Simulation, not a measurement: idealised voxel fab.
The process module that follows is named voxel self aligned vias.
cross-section cut | 230 nm wide | cells 5 nm
When this document writes out a cross-section, it uses a grid of square cells and lists it as bands, beginning at the top and moving down, with a band standing for one or more rows of cells.
This entry defines a band. It first specifies the height of the band's top and the height of its bottom in nm, and then specifies the band's materials from left to right, stating each material with its width in nm. The word "everywhere" identifies a single material that fills the band from edge to edge, while the word "blank" identifies empty space.
Height 0 is the level under which the wafer as received is all one material. The lowest band goes on downwards, as in "z 0 and below".
Per-row width for "30..40": begins at first number (top row of band), ends at second number (bottom row), increment between rows held constant.
"nothing got changed" (step): cross-section cells unchanged, all of them.
This entry, "Trapped void list", enumerates those empty regions of no fewer than 8 cells that possess no open connection to the top. Each region is reported in the form width x height at distance, the distance being taken from the left edge, with all three quantities expressed in nm.
after a step's settings: what the simulator itself notes on the step
overlay nm: where the mask lay relative to plan, measured to the right, on steps with a mask; negatives go left.
### Intended process steps
1. RECEIVE (material Si)
2. CONFORMAL_DEP (material SiO2; thk nm 10)
3. CONFORMAL_DEP (material SiCN; thk nm 5)
4. DIRECTIONAL_DEP (material SiO2; thk nm 30)
5. DIRECTIONAL_DEP (material aC; thk nm 10)
6. PATTERN (tone open; mask id LINES; material resist; width nm 30; pitch nm 55; thk nm 30; overlay nm 0)
7. DIRECTIONAL_ETCH (etch materials aC; depth nm 10)
8. STRIP (etch materials resist)
9. DIRECTIONAL_ETCH (etch materials SiO2; depth nm 30)
10. STRIP (etch materials aC)
11. CONFORMAL_DEP (material TiN; thk nm 5)
12. FILL_DEP (material Ru; thk nm 5)
13. CMP (height nm 45)
14. SELECTIVE_ETCH (etch materials W Ru TiN; depth nm 10)
15. FILL_DEP (material SiN; thk nm 10)
16. CMP (height nm 45)
17. DIRECTIONAL_DEP (material SiO2; thk nm 15)
18. DIRECTIONAL_DEP (material aC; thk nm 10)
19. PATTERN (tone open; mask id VIAS; material resist; width nm 40; thk nm 30; overlay nm 0)
20. DIRECTIONAL_ETCH (etch materials aC; depth nm 10)
21. STRIP (etch materials resist)
22. DIRECTIONAL_ETCH (etch materials SiO2; depth nm 15)
23. DIRECTIONAL_ETCH (etch materials SiN; depth nm 10)
24. STRIP (etch materials aC)
25. CONFORMAL_DEP (material TiN; thk nm 5)
26. FILL_DEP (material Cu; thk nm 5)
27. CMP (height nm 60)
28. CONFORMAL_DEP (material SiN; thk nm 5)
### As-received wafer cross-section (after step 1)
  z 0 and below  Si everywhere
  Trapped void list: none
### Wafer cross-section at end of module: start and plan as shown above, one execution error
  z 65 to 60  SiN everywhere
  z 60 to 45  65 nm SiO2, 5 nm TiN, 30 nm Cu, 5 nm TiN, 125 nm SiO2
  z 45 to 40  65 nm SiO2, 10 nm TiN, 20 nm Cu, 10 nm TiN, 20 nm SiO2, 30 nm SiN, 75 nm SiO2
  z 40 to 35  70 nm SiO2, 30 nm TiN, 25 nm SiO2, 30 nm SiN, 75 nm SiO2
  z 35 to 20  70 nm SiO2, 5 nm TiN, 20 nm Ru, 5 nm TiN, 25 nm SiO2, 5 nm TiN, 20 nm Ru, 5 nm TiN, 75 nm SiO2
  z 20 to 15  70 nm SiO2, 30 nm TiN, 25 nm SiO2, 30 nm TiN, 75 nm SiO2
  z 15 to 10  SiCN everywhere
  z 10 to 0  SiO2 everywhere
  z 0 and below  Si everywhere
  Trapped void list: none
So what did we get wrong on this run? step 22: run off-plan, actual operation and settings DIRECTIONAL_ETCH (etch materials SiO2; depth nm 20)
